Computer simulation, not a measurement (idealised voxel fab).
Documented hereafter: the process module known as voxel gate over fins.
Each square cell in cross-section cut measures 5 nm, and the section as a whole is 255 nm wide.
In this document a cross-section is written as a grid of square cells. It is given as a series of bands, listed from the top down, and a band is one or more rows of cells. Basically the band line says how high the top is and how high the bottom is, in nm, and then what's in it from left to right, every material with its width in nm. Empty space shows up as "empty", and if a single material carries "full width" it runs the full band edge to edge. A quick word on heights: they are counted from 0, and under that level the wafer as it came to us is one material throughout. The lowest band is different from the rest in having no bottom; it simply continues downward, written as in "z 0 and below". With a width like "30..40", each row of cells in the band differs from the next by the same amount, the top row carrying the first number and the bottom row the second. When a step is marked "stayed the same", none of the cells in the cross-section changed during that step. "Trapped void list": empty spaces of 8 cells or more with no open way to the top, each given as width x height at distance, distance from the left edge, all in nm. It should be noted that, on the line of a given step, the content following the step's settings is a remark produced by the simulator itself with respect to that step. On any step carrying a mask, the "overlay nm" setting, if present on the step's line, tells how far right of its planned place the mask lay; negative values point to the left.
-- The steps planned for the process are as follows
1,RECEIVE: material Si
2,CONFORMAL_DEP: material SiN, thk nm 5
3,DIRECTIONAL_DEP: material aC, thk nm 15
4,PATTERN: tone cover, mask id FINS, material resist, width nm 15, pitch nm 35, thk nm 35, overlay nm 0
5,DIRECTIONAL_ETCH: etch materials aC, depth nm 15
6,STRIP: etch materials resist
7,DIRECTIONAL_ETCH: etch materials SiN, depth nm 5
8,DIRECTIONAL_ETCH: etch materials Si, depth nm 30
9,STRIP: etch materials aC
10,FILL_DEP: material SiO2, thk nm 15
11,CMP: height nm 5
12,SELECTIVE_ETCH: etch materials SiO2, depth nm 15
13,STRIP: etch materials SiN
14,CONFORMAL_DEP: material HfO2, thk nm 5
15,CONFORMAL_DEP: material TiN, thk nm 5
16,CONFORMAL_DEP: material TiAl, thk nm 5
17,CONFORMAL_DEP: material TiN, thk nm 5
18,FILL_DEP: material W, thk nm 15
19,CMP: height nm 30
20,CONFORMAL_DEP: material SiN, thk nm 10
Keep in mind the plan's value for the thk nm of step 14 comes from the first wafer; the wafers don't share that setting, but they do share the same starting point.
-- Cross-section, first of several wafers, as delivered after step 1
- z 0 and below: Si full width
- Trapped void list: none
-- wafer rows; end of module; cells per material since receipt: (+) gained, (-) lost; then closed voids
thk nm 5; +67 HfO2; -234 Si; +102 SiN; +156 SiO2; +55 TiAl; +122 TiN; +140 W; Trapped void list: none
thk nm 10; +134 HfO2; -234 Si; +102 SiN; +156 SiO2; +55 TiAl; +110 TiN; +85 W; Trapped void list: none
thk nm 15; +189 HfO2; -234 Si; +102 SiN; +156 SiO2; +55 TiAl; +110 TiN; +30 W; Trapped void list: none
thk nm 20; +244 HfO2; -234 Si; +102 SiN; +156 SiO2; +55 TiAl; +72 TiN; +13 W; Trapped void list: none
